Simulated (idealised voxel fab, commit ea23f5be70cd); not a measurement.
Process module, titled voxel self aligned contacts
Square cells of 5 nm make up the cross-section cut, whose width is 265 nm.
Cross-section layout: square cells on a grid; listed as bands, top to bottom; a band spans one or more cell rows.
The band entry comprises the height of the band's top followed by the height of its bottom, expressed in nm, and subsequently the band's materials from left to right, each stated together with its width in nm. Where a single material is marked with the word "edge to edge", that material fills the band from edge to edge. The word "blank" represents empty space.
Height is counted from the level 0, under which the received wafer is composed throughout of one material. The lowest of the bands is not closed at the bottom but continues downward, in the notation "0 down".
You'd read "30->40" like this: the band's top row of cells is as wide as the first number, its bottom row is as wide as the second, and going down, every row changes width by the same amount as the row before did.
Take "no modifications" at face value: in the step it is given for, the cross-section changed in none of its cells.
In the "Trapped voids" entry, you get each enclosed empty space of 8 cells or more, one with no open way to the top, written width x height at distance, distance from the left edge, in nm.
Read whatever lies past the settings on a step's line as the simulator's own remark about the step.
Regarding "overlay nm": on a step with a mask, it is the distance the mask lay to the right of its planned place; a negative value places it to the left.

Listed below are the process steps as planned
step 1: RECEIVE, material Si
step 2: OXIDIZE, depth nm 5
step 3: DIRECTIONAL_DEP, material polySi, thk nm 30
step 4: DIRECTIONAL_DEP, material SiN, thk nm 20
step 5: PATTERN, tone cover, mask id GATE, material resist, width nm 30, pitch nm 65, thk nm 20, overlay nm 0
step 6: DIRECTIONAL_ETCH, etch materials SiN, depth nm 20
step 7: DIRECTIONAL_ETCH, etch materials polySi, depth nm 30
step 8: STRIP, etch materials resist
step 9: CONFORMAL_DEP, material SiN, thk nm 10
step 10: DIRECTIONAL_ETCH, etch materials SiN, depth nm 10
step 11: FILL_DEP, material SiO2, thk nm 15
step 12: CMP, height nm 55
step 13: DIRECTIONAL_DEP, material aC, thk nm 15
step 14: PATTERN, tone open, mask id CONTACT, material resist, width nm 45, thk nm 30, overlay nm 0
step 15: DIRECTIONAL_ETCH, etch materials aC, depth nm 15
step 16: STRIP, etch materials resist
step 17: DIRECTIONAL_ETCH, etch materials SiO2, depth nm 60
step 18: STRIP, etch materials aC
step 19: CONFORMAL_DEP, material TiN, thk nm 5
step 20: FILL_DEP, material Ru, thk nm 10
step 21: CMP, height nm 55
step 22: CONFORMAL_DEP, material SiN, thk nm 5

The first wafer of two, processed as planned

as received, after step 1
    0 down: Si edge to edge
    Trapped voids: none

after step 2
    0 to -5: SiO2 edge to edge
    Rest of section, below -5: as before.

after step 3
    30 to 0: polySi edge to edge
    Rest of section, below 0: as before.

after step 4
    50 to 30: SiN edge to edge
    Rest of section, below 30: as before.

after step 5
    70 to 50: blank 85 / resist 30 / blank 35 / resist 30 / blank 85
    Rest of section, below 50: as before.

after step 6
    70 to 50: blank 85 / resist 30 / blank 35 / resist 30 / blank 85
    50 to 30: blank 85 / SiN 30 / blank 35 / SiN 30 / blank 85
    Rest of section, below 30: as before.

after step 7
    70 to 50: blank 85 / resist 30 / blank 35 / resist 30 / blank 85
    50 to 30: blank 85 / SiN 30 / blank 35 / SiN 30 / blank 85
    30 to 0: blank 85 / polySi 30 / blank 35 / polySi 30 / blank 85
    Rest of section, below 0: as before.

after step 8
    50 to 30: blank 85 / SiN 30 / blank 35 / SiN 30 / blank 85
    Rest of section, below 30: as before.

after step 9
    60 to 30: blank 75 / SiN 50 / blank 15 / SiN 50 / blank 75
    30 to 10: blank 75 / SiN 10 / polySi 30 / SiN 10 / blank 15 / SiN 10 / polySi 30 / SiN 10 / blank 75
    10 to 0: SiN 85 / polySi 30 / SiN 35 / polySi 30 / SiN 85
    Rest of section, below 0: as before.

after step 10
    50 to 30: blank 75 / SiN 50 / blank 15 / SiN 50 / blank 75
    30 to 0: blank 75 / SiN 10 / polySi 30 / SiN 10 / blank 15 / SiN 10 / polySi 30 / SiN 10 / blank 75
    Rest of section, below 0: as before.

after step 11
    65 to 50: SiO2 edge to edge
    50 to 30: SiO2 75 / SiN 50 / SiO2 15 / SiN 50 / SiO2 75
    30 to 0: SiO2 75 / SiN 10 / polySi 30 / SiN 10 / SiO2 15 / SiN 10 / polySi 30 / SiN 10 / SiO2 75
    Rest of section, below 0: as before.

after step 12
    55 to 50: SiO2 edge to edge
    Rest of section, below 50: as before.

after step 13
    70 to 55: aC edge to edge
    Rest of section, below 55: as before.

after step 14
    100 to 70: resist 110 / blank 45 / resist 110
    Rest of section, below 70: as before.

after step 15
    85 to 70: resist 110 / blank 45 / resist 110
    70 to 55: aC 110 / blank 45 / aC 110
    Rest of section, below 55: as before.

after step 16
    70 to 55: aC 110 / blank 45 / aC 110
    Rest of section, below 55: as before.

after step 17
    70 to 55: aC 110 / blank 45 / aC 110
    55 to 50: SiO2 110 / blank 45 / SiO2 110
    50 to 30: SiO2 75 / SiN 50 / blank 15 / SiN 50 / SiO2 75
    30 to 0: SiO2 75 / SiN 10 / polySi 30 / SiN 10 / blank 15 / SiN 10 / polySi 30 / SiN 10 / SiO2 75
    0 to -5: SiO2 125 / blank 15 / SiO2 125
    Rest of section, below -5: as before.

after step 18
    55 to 50: SiO2 110 / blank 45 / SiO2 110
    Rest of section, below 50: as before.

after step 19
    60 to 55: TiN 115 / blank 35 / TiN 115
    55 to 50: SiO2 110 / TiN 20 / blank 5 / TiN 20 / SiO2 110
    50 to 30: SiO2 75 / SiN 50 / TiN 5 / blank 5 / TiN 5 / SiN 50 / SiO2 75
    30 to 0: SiO2 75 / SiN 10 / polySi 30 / SiN 10 / TiN 5 / blank 5 / TiN 5 / SiN 10 / polySi 30 / SiN 10 / SiO2 75
    0 to -5: SiO2 125 / TiN 15 / SiO2 125
    Rest of section, below -5: as before.

after step 20
    70 to 60: Ru edge to edge
    60 to 55: TiN 115 / Ru 35 / TiN 115
    55 to 50: SiO2 110 / TiN 20 / Ru 5 / TiN 20 / SiO2 110
    50 to 30: SiO2 75 / SiN 50 / TiN 5 / Ru 5 / TiN 5 / SiN 50 / SiO2 75
    30 to 0: SiO2 75 / SiN 10 / polySi 30 / SiN 10 / TiN 5 / Ru 5 / TiN 5 / SiN 10 / polySi 30 / SiN 10 / SiO2 75
    Rest of section, below 0: as before.

after step 21
    55 to 50: SiO2 110 / TiN 20 / Ru 5 / TiN 20 / SiO2 110
    Rest of section, below 50: as before.

after step 22
    60 to 55: SiN edge to edge
    Rest of section, below 55: as before.

It is to be noted that the second wafer proceeded from the same initial state and according to the same plan as the first, although one mistake was committed in its execution; through step 4, inclusive, the two wafers share an identical history

Cross-section: second wafer, time at which step 5 was scheduled to end
    70 to 50: blank 95 / resist 30 / blank 35 / resist 30 / blank 75
    Rest of section, below 50: as before.

Cross-section: second wafer, time at which step 6 was scheduled to end
    70 to 50: blank 95 / resist 30 / blank 35 / resist 30 / blank 75
    50 to 30: blank 95 / SiN 30 / blank 35 / SiN 30 / blank 75
    Rest of section, below 30: as before.

Cross-section: second wafer, time at which step 7 was scheduled to end
    70 to 50: blank 95 / resist 30 / blank 35 / resist 30 / blank 75
    50 to 30: blank 95 / SiN 30 / blank 35 / SiN 30 / blank 75
    30 to 0: blank 95 / polySi 30 / blank 35 / polySi 30 / blank 75
    Rest of section, below 0: as before.

Cross-section: second wafer, time at which step 8 was scheduled to end
    50 to 30: blank 95 / SiN 30 / blank 35 / SiN 30 / blank 75
    Rest of section, below 30: as before.

Cross-section: second wafer, time at which step 9 was scheduled to end
    60 to 30: blank 85 / SiN 50 / blank 15 / SiN 50 / blank 65
    30 to 10: blank 85 / SiN 10 / polySi 30 / SiN 10 / blank 15 / SiN 10 / polySi 30 / SiN 10 / blank 65
    10 to 0: SiN 95 / polySi 30 / SiN 35 / polySi 30 / SiN 75
    Rest of section, below 0: as before.

Cross-section: second wafer, time at which step 10 was scheduled to end
    50 to 30: blank 85 / SiN 50 / blank 15 / SiN 50 / blank 65
    30 to 0: blank 85 / SiN 10 / polySi 30 / SiN 10 / blank 15 / SiN 10 / polySi 30 / SiN 10 / blank 65
    Rest of section, below 0: as before.

Cross-section: second wafer, time at which step 11 was scheduled to end
    65 to 50: SiO2 edge to edge
    50 to 30: SiO2 85 / SiN 50 / SiO2 15 / SiN 50 / SiO2 65
    30 to 0: SiO2 85 / SiN 10 / polySi 30 / SiN 10 / SiO2 15 / SiN 10 / polySi 30 / SiN 10 / SiO2 65
    Rest of section, below 0: as before.

Cross-section: second wafer, time at which step 12 was scheduled to end
    55 to 50: SiO2 edge to edge
    Rest of section, below 50: as before.

Cross-section: second wafer, time at which step 13 was scheduled to end
    70 to 55: aC edge to edge
    Rest of section, below 55: as before.

Cross-section: second wafer, time at which step 14 was scheduled to end
    100 to 70: resist 110 / blank 45 / resist 110
    Rest of section, below 70: as before.

Cross-section: second wafer, time at which step 15 was scheduled to end
    85 to 70: resist 110 / blank 45 / resist 110
    70 to 55: aC 110 / blank 45 / aC 110
    Rest of section, below 55: as before.

Cross-section: second wafer, time at which step 16 was scheduled to end
    70 to 55: aC 110 / blank 45 / aC 110
    Rest of section, below 55: as before.

Cross-section: second wafer, time at which step 17 was scheduled to end
    70 to 55: aC 110 / blank 45 / aC 110
    55 to 50: SiO2 110 / blank 45 / SiO2 110
    50 to 30: SiO2 85 / SiN 50 / blank 15 / SiN 50 / SiO2 65
    30 to 0: SiO2 85 / SiN 10 / polySi 30 / SiN 10 / blank 15 / SiN 10 / polySi 30 / SiN 10 / SiO2 65
    0 to -5: SiO2 135 / blank 15 / SiO2 115
    Rest of section, below -5: as before.

Cross-section: second wafer, time at which step 18 was scheduled to end
    55 to 50: SiO2 110 / blank 45 / SiO2 110
    Rest of section, below 50: as before.

Cross-section: second wafer, time at which step 19 was scheduled to end
    60 to 55: TiN 115 / blank 35 / TiN 115
    55 to 50: SiO2 110 / TiN 30 / blank 5 / TiN 10 / SiO2 110
    50 to 30: SiO2 85 / SiN 50 / TiN 5 / blank 5 / TiN 5 / SiN 50 / SiO2 65
    30 to 0: SiO2 85 / SiN 10 / polySi 30 / SiN 10 / TiN 5 / blank 5 / TiN 5 / SiN 10 / polySi 30 / SiN 10 / SiO2 65
    0 to -5: SiO2 135 / TiN 15 / SiO2 115
    Rest of section, below -5: as before.

Cross-section: second wafer, time at which step 20 was scheduled to end
    70 to 60: Ru edge to edge
    60 to 55: TiN 115 / Ru 35 / TiN 115
    55 to 50: SiO2 110 / TiN 30 / Ru 5 / TiN 10 / SiO2 110
    50 to 30: SiO2 85 / SiN 50 / TiN 5 / Ru 5 / TiN 5 / SiN 50 / SiO2 65
    30 to 0: SiO2 85 / SiN 10 / polySi 30 / SiN 10 / TiN 5 / Ru 5 / TiN 5 / SiN 10 / polySi 30 / SiN 10 / SiO2 65
    Rest of section, below 0: as before.

Cross-section: second wafer, time at which step 21 was scheduled to end
    55 to 50: SiO2 110 / TiN 30 / Ru 5 / TiN 10 / SiO2 110
    Rest of section, below 50: as before.

Cross-section: second wafer, time at which step 22 was scheduled to end
    60 to 55: SiN edge to edge
    Rest of section, below 55: as before.
Deviation from plan: the process deviated at step 5: the operation and settings actually run there were PATTERN, tone cover, mask id GATE, material resist, width nm 30, pitch nm 65, thk nm 20, overlay nm 10
When the process is done, the second wafer contains the same cell count of every material as the first wafer, but distributed over other locations.
